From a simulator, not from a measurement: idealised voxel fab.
process module | voxel transistor to metal
cross-section cut | 295 nm wide | cells 5 nm
A cross-section is a grid of square cells, given in bands from the top down. A band is one or more rows of cells.
Each band's line starts with the height of the band's top and of its bottom, in nm. Then come its materials from left to right, each with its width in nm. One material with "throughout" fills the band from edge to edge. "air" is empty space.
Height 0 is the level under which the wafer as received is all one material. The lowest band goes on downwards, as in "0 down".
A width such as "30 to 40" changes by the same amount from each row of cells to the next, from the band's top row to its bottom row.
"no change" after a step means that no cell of the cross-section changed.
closed voids: empty space of 8 cells or more with no open way to the top, each as width x height at its distance from the left edge, in nm
after a step's settings: what the simulator itself notes on the step
overlay nm, on a step with a mask: how far to the right of its planned place the mask lay; to the left if negative
plan
1 op RECEIVE | material Si
2 op OXIDIZE | depth nm 5
3 op CONFORMAL_DEP | material SiN | thk nm 15
4 op MASKED_ETCH | tone cover | mask id ACTIVE | width nm 115 | pitch nm 135 | etch materials SiN | depth nm 15 | overlay nm 0
5 op MASKED_ETCH | tone cover | mask id ACTIVE | width nm 115 | pitch nm 135 | etch materials SiO2 | depth nm 5 | overlay nm 0
6 op MASKED_ETCH | tone cover | mask id ACTIVE | width nm 115 | pitch nm 135 | etch materials Si | depth nm 35 | overlay nm 0
7 op FILL_DEP | material SiO2 | thk nm 15
8 op CMP | height nm 15
9 op SELECTIVE_ETCH | etch materials SiO2 | depth nm 5
10 op STRIP | etch materials SiN
11 op SELECTIVE_ETCH | etch materials SiO2 | depth nm 5
12 op OXIDIZE | depth nm 5
13 op DIRECTIONAL_DEP | material polySi | thk nm 20
14 op DIRECTIONAL_DEP | material SiCN | thk nm 15
15 op DIRECTIONAL_DEP | material aC | thk nm 15
16 op PATTERN | tone cover | mask id GATE | material resist | width nm 15 | pitch nm 135 | thk nm 35 | overlay nm 0
17 op DIRECTIONAL_ETCH | etch materials aC | depth nm 15
18 op STRIP | etch materials resist
19 op DIRECTIONAL_ETCH | etch materials SiCN | depth nm 25
20 op DIRECTIONAL_ETCH | etch materials polySi | depth nm 30
21 op STRIP | etch materials aC
22 op CONFORMAL_DEP | material SiN | thk nm 5
23 op DIRECTIONAL_ETCH | etch materials SiN | depth nm 5
24 op DIRECTIONAL_ETCH | etch materials SiO2 | depth nm 5
25 op DIRECTIONAL_ETCH | etch materials Si | depth nm 5
26 op EPI | material pSi | thk nm 10
27 op FILL_DEP | material SiO2 | thk nm 10
28 op CMP | height nm 30
29 op DIRECTIONAL_DEP | material SiO2 | thk nm 15
30 op MASKED_ETCH | tone open | mask id CONTACT | width nm 20 | etch materials SiO2 | depth nm 50 | overlay nm 0
31 op CONFORMAL_DEP | material TiN | thk nm 5
32 op FILL_DEP | material W | thk nm 10
33 op CMP | height nm 45
34 op DIRECTIONAL_DEP | material TiN | thk nm 5
35 op DIRECTIONAL_DEP | material Ru | thk nm 20
36 op DIRECTIONAL_DEP | material aC | thk nm 15
37 op PATTERN | tone cover | mask id METAL_1 | material resist | width nm 20 | thk nm 30 | overlay nm 0
38 op DIRECTIONAL_ETCH | etch materials aC | depth nm 15
39 op STRIP | etch materials resist
40 op DIRECTIONAL_ETCH | etch materials Ru | depth nm 20
41 op DIRECTIONAL_ETCH | etch materials TiN | depth nm 5
42 op STRIP | etch materials aC
43 op CONFORMAL_DEP | material SiCN | thk nm 5
44 op FILL_DEP | material SiO2 | thk nm 10
45 op CMP | height nm 70
46 op CONFORMAL_DEP | material SiN | thk nm 5
varied across the wafers: width nm of step 16. The plan shows the first wafer's value. All wafers start alike
first wafer as received, after step 1
  0 down: Si throughout
  closed voids: none
first wafer at the end, after step 46
  75 to 70: SiN throughout
  70 to 50: SiO2 25 | SiCN 5 | Ru 20 | SiCN 5 | SiO2 45 | SiCN 5 | Ru 20 | SiCN 5 | SiO2 30 | SiCN 5 | Ru 20 | SiCN 5 | SiO2 45 | SiCN 5 | Ru 20 | SiCN 5 | SiO2 30
  50 to 45: SiCN 30 | TiN 20 | SiCN 55 | TiN 20 | SiCN 40 | TiN 20 | SiCN 55 | TiN 20 | SiCN 35
  45 to 30: SiO2 30 | TiN 5 | W 10 | TiN 5 | SiO2 55 | TiN 5 | W 10 | TiN 5 | SiO2 40 | TiN 5 | W 10 | TiN 5 | SiO2 55 | TiN 5 | W 10 | TiN 5 | SiO2 35
  30 to 15: SiO2 30 | TiN 5 | W 10 | TiN 5 | SiO2 15 | SiN 5 | SiCN 15 | SiN 5 | SiO2 15 | TiN 5 | W 10 | TiN 5 | SiO2 40 | TiN 5 | W 10 | TiN 5 | SiO2 15 | SiN 5 | SiCN 15 | SiN 5 | SiO2 15 | TiN 5 | W 10 | TiN 5 | SiO2 35
  15 to 5: SiO2 30 | TiN 5 | W 10 | TiN 5 | SiO2 15 | SiN 5 | polySi 15 | SiN 5 | SiO2 15 | TiN 5 | W 10 | TiN 5 | SiO2 40 | TiN 5 | W 10 | TiN 5 | SiO2 15 | SiN 5 | polySi 15 | SiN 5 | SiO2 15 | TiN 5 | W 10 | TiN 5 | SiO2 35
  5 to 0: SiO2 15 | SiN 5 | SiO2 10 | TiN 5 | W 10 | TiN 5 | SiO2 15 | SiN 5 | polySi 15 | SiN 5 | SiO2 15 | TiN 5 | W 10 | TiN 5 | SiO2 10 | SiN 5 | SiO2 10 | SiN 5 | SiO2 10 | TiN 5 | W 10 | TiN 5 | SiO2 15 | SiN 5 | polySi 15 | SiN 5 | SiO2 15 | TiN 5 | W 10 | TiN 5 | SiO2 10 | SiN 5 | SiO2 20
  0 to -5: SiO2 15 | SiN 5 | SiO2 10 | TiN 20 | SiO2 5 | pSi 10 | SiN 5 | polySi 15 | SiN 5 | pSi 10 | SiO2 5 | TiN 20 | SiO2 10 | SiN 5 | SiO2 10 | SiN 5 | SiO2 10 | TiN 20 | SiO2 5 | pSi 10 | SiN 5 | polySi 15 | SiN 5 | pSi 10 | SiO2 5 | TiN 20 | SiO2 10 | SiN 5 | SiO2 20
  -5 to -10: SiO2 20 | pSi 45 | SiO2 25 | pSi 45 | SiO2 20 | pSi 45 | SiO2 25 | pSi 45 | SiO2 25
  -10 to -15: SiO2 20 | pSi 45 | Si 25 | pSi 45 | SiO2 20 | pSi 45 | Si 25 | pSi 45 | SiO2 25
  -15 to -40: SiO2 20 | Si 115 | SiO2 20 | Si 115 | SiO2 25
  -40 down: Si throughout
  closed voids: none
last wafer at the end
  75 to 70: SiN throughout
  70 to 50: SiO2 25 | SiCN 5 | Ru 20 | SiCN 5 | SiO2 45 | SiCN 5 | Ru 20 | SiCN 5 | SiO2 30 | SiCN 5 | Ru 20 | SiCN 5 | SiO2 45 | SiCN 5 | Ru 20 | SiCN 5 | SiO2 30
  50 to 45: SiCN 30 | TiN 20 | SiCN 55 | TiN 20 | SiCN 40 | TiN 20 | SiCN 55 | TiN 20 | SiCN 35
  45 to 30: SiO2 30 | TiN 5 | W 10 | TiN 5 | SiO2 55 | TiN 5 | W 10 | TiN 5 | SiO2 40 | TiN 5 | W 10 | TiN 5 | SiO2 55 | TiN 5 | W 10 | TiN 5 | SiO2 35
  30 to 15: SiO2 30 | TiN 5 | W 10 | TiN 5 | SiO2 10 | SiN 5 | SiCN 30 | SiN 5 | SiO2 5 | TiN 5 | W 10 | TiN 5 | SiO2 40 | TiN 5 | W 10 | TiN 5 | SiO2 10 | SiN 5 | SiCN 30 | SiN 5 | SiO2 5 | TiN 5 | W 10 | TiN 5 | SiO2 35
  15 to 5: SiO2 30 | TiN 5 | W 10 | TiN 5 | SiO2 10 | SiN 5 | polySi 30 | SiN 5 | SiO2 5 | TiN 5 | W 10 | TiN 5 | SiO2 40 | TiN 5 | W 10 | TiN 5 | SiO2 10 | SiN 5 | polySi 30 | SiN 5 | SiO2 5 | TiN 5 | W 10 | TiN 5 | SiO2 35
  5 to 0: SiO2 15 | SiN 5 | SiO2 10 | TiN 5 | W 10 | TiN 5 | SiO2 10 | SiN 5 | polySi 30 | SiN 5 | SiO2 5 | TiN 10 | W 5 | TiN 5 | SiO2 10 | SiN 5 | SiO2 10 | SiN 5 | SiO2 10 | TiN 5 | W 10 | TiN 5 | SiO2 10 | SiN 5 | polySi 30 | SiN 5 | SiO2 5 | TiN 10 | W 5 | TiN 5 | SiO2 10 | SiN 5 | SiO2 20
  0 to -5: SiO2 15 | SiN 5 | SiO2 10 | TiN 20 | pSi 10 | SiN 5 | polySi 30 | SiN 5 | pSi 10 | TiN 15 | SiO2 10 | SiN 5 | SiO2 10 | SiN 5 | SiO2 10 | TiN 20 | pSi 10 | SiN 5 | polySi 30 | SiN 5 | pSi 10 | TiN 15 | SiO2 10 | SiN 5 | SiO2 20
  -5 to -10: SiO2 20 | pSi 40 | SiO2 40 | pSi 35 | SiO2 20 | pSi 40 | SiO2 40 | pSi 35 | SiO2 25
  -10 to -15: SiO2 20 | pSi 40 | Si 40 | pSi 35 | SiO2 20 | pSi 40 | Si 40 | pSi 35 | SiO2 25
  -15 to -40: SiO2 20 | Si 115 | SiO2 20 | Si 115 | SiO2 25
  -40 down: Si throughout
  closed voids: none
each wafer at the end: cells of each material gained (+) or lost (-) since it was received, then its closed voids
width nm 15 | +64 Ru | -232 Si | +93 SiCN | +95 SiN | +585 SiO2 | +104 TiN | +72 W | +80 pSi | +24 polySi | closed voids: none
width nm 20 | +64 Ru | -230 Si | +99 SiCN | +95 SiN | +573 SiO2 | +104 TiN | +72 W | +76 pSi | +32 polySi | closed voids: none
width nm 25 | +64 Ru | -228 Si | +105 SiCN | +95 SiN | +561 SiO2 | +104 TiN | +72 W | +72 pSi | +40 polySi | closed voids: none
width nm 30 | +64 Ru | -226 Si | +111 SiCN | +95 SiN | +551 SiO2 | +104 TiN | +70 W | +68 pSi | +48 polySi | closed voids: none
